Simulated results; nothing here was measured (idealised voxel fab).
process module | voxel gate over fins
cross-section cut | 150 nm wide | cells 5 nm
A cross-section is a grid of square cells, given in bands from the top down. A band is one or more rows of cells.
Each band's line starts with the height of the band's top and of its bottom, in nm. Then come its materials from left to right, each with its width in nm. One material with "throughout" fills the band from edge to edge. "air" is empty space.
Height 0 is the level under which the wafer as received is all one material. The lowest band goes on downwards, as in "0 down".
A width such as "30 to 40" changes by the same amount from each row of cells to the next, from the band's top row to its bottom row.
"no change" after a step means that no cell of the cross-section changed.
closed voids: empty space of 8 cells or more with no open way to the top, each as width x height at its distance from the left edge, in nm
after a step's settings: what the simulator itself notes on the step
overlay nm, on a step with a mask: how far to the right of its planned place the mask lay; to the left if negative
plan
1 op RECEIVE | material Si
2 op CONFORMAL_DEP | material SiN | thk nm 5
3 op MASKED_ETCH | tone cover | mask id FINS | width nm 15 | pitch nm 60 | etch materials SiN | depth nm 5 | overlay nm 0
4 op MASKED_ETCH | tone cover | mask id FINS | width nm 15 | pitch nm 60 | etch materials Si | depth nm 40 | overlay nm 0
5 op OXIDIZE | depth nm 5
6 op FILL_DEP | material SiO2 | thk nm 5
7 op CMP | height nm 5
8 op DIRECTIONAL_DEP | material aC | thk nm 15
9 op PATTERN | tone open | mask id RAIL | material resist | width nm 15 | thk nm 35 | overlay nm 0
10 op DIRECTIONAL_ETCH | etch materials aC | depth nm 15
11 op STRIP | etch materials resist
12 op DIRECTIONAL_ETCH | etch materials SiO2 | depth nm 40
13 op STRIP | etch materials aC
14 op CONFORMAL_DEP | material TiN | thk nm 5
15 op FILL_DEP | material W | thk nm 10
16 op CMP | height nm 5
17 op SELECTIVE_ETCH | etch materials W Ru TiN | depth nm 25
18 op FILL_DEP | material SiO2 | thk nm 5
19 op CMP | height nm 5
20 op SELECTIVE_ETCH | etch materials SiO2 | depth nm 20
21 op STRIP | etch materials SiN
22 op CONFORMAL_DEP | material HfO2 | thk nm 5
23 op CONFORMAL_DEP | material TiN | thk nm 5
24 op FILL_DEP | material W | thk nm 10
25 op CMP | height nm 15
26 op CONFORMAL_DEP | material SiCN | thk nm 5
as received, after step 1
  0 down: Si throughout
  closed voids: none
first wafer at the end, as planned
  20 to 15: SiCN throughout
  15 to 10: W throughout
  10 to 5: W 30 | TiN 25 | W 35 | TiN 25 | W 35
  5 to 0: W 30 | TiN 5 | HfO2 15 | TiN 5 | W 35 | TiN 5 | HfO2 15 | TiN 5 | W 35
  0 to -5: W 30 | TiN 5 | HfO2 5 | Si 5 | HfO2 5 | TiN 5 | W 35 | TiN 5 | HfO2 5 | Si 5 | HfO2 5 | TiN 5 | W 35
  -5 to -10: TiN 35 | HfO2 5 | Si 5 | HfO2 5 | TiN 45 | HfO2 5 | Si 5 | HfO2 5 | TiN 40
  -10 to -15: HfO2 40 | Si 5 | HfO2 55 | Si 5 | HfO2 45
  -15 to -20: SiO2 40 | Si 5 | SiO2 55 | Si 5 | SiO2 45
  -20 to -30: SiO2 40 | Si 5 | SiO2 20 | TiN 5 | W 5 | TiN 5 | SiO2 20 | Si 5 | SiO2 45
  -30 to -35: SiO2 40 | Si 5 | SiO2 20 | TiN 15 | SiO2 20 | Si 5 | SiO2 45
  -35 to -45: SiO2 40 | Si 5 | SiO2 55 | Si 5 | SiO2 45
  -45 down: Si throughout
  closed voids: none
second wafer at the end: like start, like plan, one mistake
  20 to 15: SiCN throughout
  15 to 10: W throughout
  10 to 5: W 30 | TiN 25 | W 35 | TiN 25 | W 35
  5 to 0: W 30 | TiN 5 | HfO2 15 | TiN 5 | W 35 | TiN 5 | HfO2 15 | TiN 5 | W 35
  0 to -5: W 30 | TiN 5 | HfO2 5 | Si 5 | HfO2 5 | TiN 5 | W 35 | TiN 5 | HfO2 5 | Si 5 | HfO2 5 | TiN 5 | W 35
  -5 to -10: TiN 35 | HfO2 5 | Si 5 | HfO2 5 | TiN 45 | HfO2 5 | Si 5 | HfO2 5 | TiN 40
  -10 to -15: HfO2 40 | Si 5 | HfO2 55 | Si 5 | HfO2 45
  -15 to -20: SiO2 40 | Si 5 | SiO2 55 | Si 5 | SiO2 45
  -20 to -30: W 30 | TiN 5 | SiO2 5 | Si 5 | SiO2 5 | TiN 5 | W 5 | TiN 5 | SiO2 15 | TiN 5 | W 5 | TiN 5 | SiO2 5 | Si 5 | SiO2 5 | TiN 5 | W 35
  -30 to -35: TiN 35 | SiO2 5 | Si 5 | SiO2 5 | TiN 15 | SiO2 15 | TiN 15 | SiO2 5 | Si 5 | SiO2 5 | TiN 40
  -35 to -45: SiO2 40 | Si 5 | SiO2 55 | Si 5 | SiO2 45
  -45 down: Si throughout
  closed voids: none
what went wrong: step 9 ran as: op PATTERN | tone cover | mask id RAIL | material resist | width nm 15 | thk nm 35 | overlay nm 0
at the end the second wafer has, in cells: 54 fewer of SiO2 | 26 more of TiN | 28 more of W
